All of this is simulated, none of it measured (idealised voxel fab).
process module | voxel tone inversion
cross-section cut | 295 nm wide | cells 5 nm
A cross-section is a grid of square cells, given in bands from the top down. A band is one or more rows of cells.
Each band's line starts with the height of the band's top and of its bottom, in nm. Then come its materials from left to right, each with its width in nm. One material with "throughout" fills the band from edge to edge. "air" is empty space.
Height 0 is the level under which the wafer as received is all one material. The lowest band goes on downwards, as in "0 down".
A width such as "30 to 40" changes by the same amount from each row of cells to the next, from the band's top row to its bottom row.
"no change" after a step means that no cell of the cross-section changed.
closed voids: empty space of 8 cells or more with no open way to the top, each as width x height at its distance from the left edge, in nm
after a step's settings: what the simulator itself notes on the step
overlay nm, on a step with a mask: how far to the right of its planned place the mask lay; to the left if negative
plan
1 op RECEIVE | material Si
2 op CONFORMAL_DEP | material SiN | thk nm 10
3 op DIRECTIONAL_DEP | material polySi | thk nm 20
4 op PATTERN | tone cover | mask id POSTS | material resist | width nm 20 | pitch nm 50 | thk nm 30 | overlay nm 0
5 op DIRECTIONAL_ETCH | etch materials polySi | depth nm 20
6 op STRIP | etch materials resist
7 op FILL_DEP | material lowk | thk nm 10
8 op CMP | height nm 30
9 op STRIP | etch materials polySi
10 op CONFORMAL_DEP | material TiN | thk nm 5
11 op FILL_DEP | material Ru | thk nm 5
12 op CMP | height nm 30
13 op CONFORMAL_DEP | material SiCN | thk nm 5
as received, after step 1
  0 down: Si throughout
  closed voids: none
a wafer at the end: this start, this plan, one mistake
  35 to 30: SiCN throughout
  30 to 20: SiN throughout
  20 to 0: polySi throughout
  0 down: Si throughout
  closed voids: none
what went wrong: steps 2 and 3 were swapped
